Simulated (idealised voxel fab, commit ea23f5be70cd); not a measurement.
The following process module bears the name voxel wiring stack.
In the cross-section labelled cut, the width is 245 nm and each square cell is 5 nm.
A cross-section is a grid of square cells, given in bands from the top down. A band is one or more rows of cells. In this notation a band is specified by the heights of its top and bottom, in that order and in nm, after which its materials appear from left to right, each paired with its width in nm. The word "full width" attached to a single material means that material fills the band from edge to edge; the word "blank" stands for empty space. Heads up on the height convention: 0 is the point under which the incoming wafer is all one material, and the lowest band has no bottom, it just keeps going down, like "0 -> down". Width: "30..40" (first number = top row, second number = bottom row, same change from row to row of cells). A step reported as "remained the same" is a step in which no cell of the cross-section changed. Under "Closed internal voids" you'll find the enclosed gaps, the ones with no way out to the top, that are 8 cells or bigger; each reads width x height at distance, with distance counted from the left edge, everything in nm. What comes after the settings on a step's line is commentary from the simulator itself on that step. When a step includes a mask, the "overlay nm" setting on its line states how far to the right of its planned place that mask lay, and negative values state how far to the left.
## The steps planned for the process are as follows
1 RECEIVE,material Si
2 CONFORMAL_DEP,material SiO2,thk nm 15
3 DIRECTIONAL_DEP,material TiN,thk nm 5
4 DIRECTIONAL_DEP,material Ru,thk nm 15
5 DIRECTIONAL_DEP,material aC,thk nm 15
6 PATTERN,tone cover,mask id METAL_1,material resist,width nm 30,pitch nm 50,thk nm 30,overlay nm 0
7 DIRECTIONAL_ETCH,etch materials aC,depth nm 15
8 STRIP,etch materials resist
9 DIRECTIONAL_ETCH,etch materials Ru,depth nm 15
10 DIRECTIONAL_ETCH,etch materials TiN,depth nm 5
11 STRIP,etch materials aC
12 FILL_DEP,material SiO2,thk nm 5
13 CMP,height nm 35
14 CONFORMAL_DEP,material SiCN,thk nm 5
15 DIRECTIONAL_DEP,material lowk,thk nm 30
16 PATTERN,tone open,mask id METAL_2,material resist,width nm 30,pitch nm 50,thk nm 15,overlay nm 0
17 DIRECTIONAL_ETCH,etch materials lowk,depth nm 15
18 STRIP,etch materials resist
19 PATTERN,tone open,mask id METAL_2_HOLES,material resist,width nm 15,pitch nm 50,thk nm 15,overlay nm 0
20 DIRECTIONAL_ETCH,etch materials lowk,depth nm 15
21 DIRECTIONAL_ETCH,etch materials SiCN,depth nm 5
22 STRIP,etch materials resist
23 CONFORMAL_DEP,material TiN,thk nm 5
24 FILL_DEP,material Cu,thk nm 10
25 CMP,height nm 70
26 CONFORMAL_DEP,material SiCN,thk nm 5
27 DIRECTIONAL_DEP,material lowk,thk nm 30
28 PATTERN,tone open,mask id METAL_3,material resist,width nm 30,pitch nm 50,thk nm 20,overlay nm 0
29 DIRECTIONAL_ETCH,etch materials lowk,depth nm 15
30 STRIP,etch materials resist
31 PATTERN,tone open,mask id METAL_3_HOLES,material resist,width nm 15,thk nm 15,overlay nm 0
32 DIRECTIONAL_ETCH,etch materials lowk,depth nm 15
33 DIRECTIONAL_ETCH,etch materials SiCN,depth nm 5
34 STRIP,etch materials resist
35 CONFORMAL_DEP,material TiN,thk nm 5
36 FILL_DEP,material Cu,thk nm 10
37 CMP,height nm 105
38 CONFORMAL_DEP,material SiN,thk nm 5
## as received, after step 1
> 0 -> down | Si full width
> Closed internal voids: none
## The module was run from the start shown above using the plan shown above, but one mistake was made doing it; the resulting wafer cross-section is below
> 110 -> 105 | SiN full width
> 105 -> 95 | Cu full width
> 95 -> 90 | 90 Cu, then 25 TiN, then 10 Cu, then 40 TiN, then 80 Cu
> 90 -> 80 | 90 Cu, then 5 TiN, then 15 lowk, then 5 TiN, then 10 Cu, then 5 TiN, then 30 lowk, then 5 TiN, then 80 Cu
> 80 -> 75 | 85 TiN, then 5 Cu, then 5 TiN, then 15 lowk, then 20 TiN, then 30 lowk, then 85 TiN
> 75 -> 70 | 80 SiCN, then 15 TiN, then 150 SiCN
> 70 -> 60 | 80 lowk, then 5 TiN, then 20 Cu, then 5 TiN, then 20 lowk, then 5 TiN, then 20 Cu, then 5 TiN, then 85 lowk
> 60 -> 55 | 80 lowk, then 5 TiN, then 5 Cu, then 20 TiN, then 20 lowk, then 5 TiN, then 5 Cu, then 20 TiN, then 85 lowk
> 55 -> 40 | 80 lowk, then 5 TiN, then 5 Cu, then 5 TiN, then 35 lowk, then 5 TiN, then 5 Cu, then 5 TiN, then 100 lowk
> 40 -> 35 | 80 SiCN, then 15 TiN, then 35 SiCN, then 15 TiN, then 100 SiCN
> 35 -> 20 | 80 SiO2, then 30 Ru, then 20 SiO2, then 30 Ru, then 85 SiO2
> 20 -> 15 | 80 SiO2, then 30 TiN, then 20 SiO2, then 30 TiN, then 85 SiO2
> 15 -> 0 | SiO2 full width
> 0 -> down | Si full width
> Closed internal voids: none
What broke from the plan during processing? ran 27 and 28 in swapped order versus the plan
